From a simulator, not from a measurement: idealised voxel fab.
process module | voxel fin reveal
cross-section cut | 210 nm wide | cells 5 nm
A cross-section is a grid of square cells, given in bands from the top down. A band is one or more rows of cells.
Each band's line starts with the height of the band's top and of its bottom, in nm. Then come its materials from left to right, each with its width in nm. One material with "throughout" fills the band from edge to edge. "air" is empty space.
Height 0 is the level under which the wafer as received is all one material. The lowest band goes on downwards, as in "0 down".
A width such as "30 to 40" changes by the same amount from each row of cells to the next, from the band's top row to its bottom row.
"no change" after a step means that no cell of the cross-section changed.
closed voids: empty space of 8 cells or more with no open way to the top, each as width x height at its distance from the left edge, in nm
after a step's settings: what the simulator itself notes on the step
overlay nm, on a step with a mask: how far to the right of its planned place the mask lay; to the left if negative
plan
1 op RECEIVE | material Si
2 op CONFORMAL_DEP | material SiN | thk nm 5
3 op PATTERN | tone cover | mask id FINS | material resist | width nm 15 | pitch nm 45 | thk nm 15 | overlay nm 0
4 op DIRECTIONAL_ETCH | etch materials SiN | depth nm 5
5 op DIRECTIONAL_ETCH | etch materials Si | depth nm 35
6 op STRIP | etch materials resist
7 op FILL_DEP | material SiO2 | thk nm 15
8 op CMP | height nm 5
9 op SELECTIVE_ETCH | etch materials SiO2 | depth nm 30
10 op STRIP | etch materials SiN
11 op CONFORMAL_DEP | material HfO2 | thk nm 5
varied across the wafers: width nm of step 3. The plan shows the first wafer's value. All wafers start alike
first wafer as received, after step 1
  0 down: Si throughout
  closed voids: none
first wafer at the end, after step 11
  5 to 0: air 45 | HfO2 25 | air 20 | HfO2 25 | air 20 | HfO2 25 | air 50
  0 to -20: air 45 | HfO2 5 | Si 15 | HfO2 5 | air 20 | HfO2 5 | Si 15 | HfO2 5 | air 20 | HfO2 5 | Si 15 | HfO2 5 | air 50
  -20 to -25: HfO2 50 | Si 15 | HfO2 30 | Si 15 | HfO2 30 | Si 15 | HfO2 55
  -25 to -35: SiO2 50 | Si 15 | SiO2 30 | Si 15 | SiO2 30 | Si 15 | SiO2 55
  -35 down: Si throughout
  closed voids: none
last wafer at the end
  5 to 0: air 40 | HfO2 40 | air 5 | HfO2 40 | air 5 | HfO2 40 | air 40
  0 to -20: air 40 | HfO2 5 | Si 30 | HfO2 5 | air 5 | HfO2 5 | Si 30 | HfO2 5 | air 5 | HfO2 5 | Si 30 | HfO2 5 | air 40
  -20 to -25: HfO2 45 | Si 30 | HfO2 15 | Si 30 | HfO2 15 | Si 30 | HfO2 45
  -25 to -35: SiO2 45 | Si 30 | SiO2 15 | Si 30 | SiO2 15 | Si 30 | SiO2 45
  -35 down: Si throughout
  closed voids: none
each wafer at the end: cells of each material gained (+) or lost (-) since it was received, then its closed voids
width nm 15 | +72 HfO2 | -231 Si | +66 SiO2 | closed voids: none
width nm 20 | +72 HfO2 | -210 Si | +60 SiO2 | closed voids: none
width nm 25 | +72 HfO2 | -189 Si | +54 SiO2 | closed voids: none
width nm 30 | +72 HfO2 | -168 Si | +48 SiO2 | closed voids: none
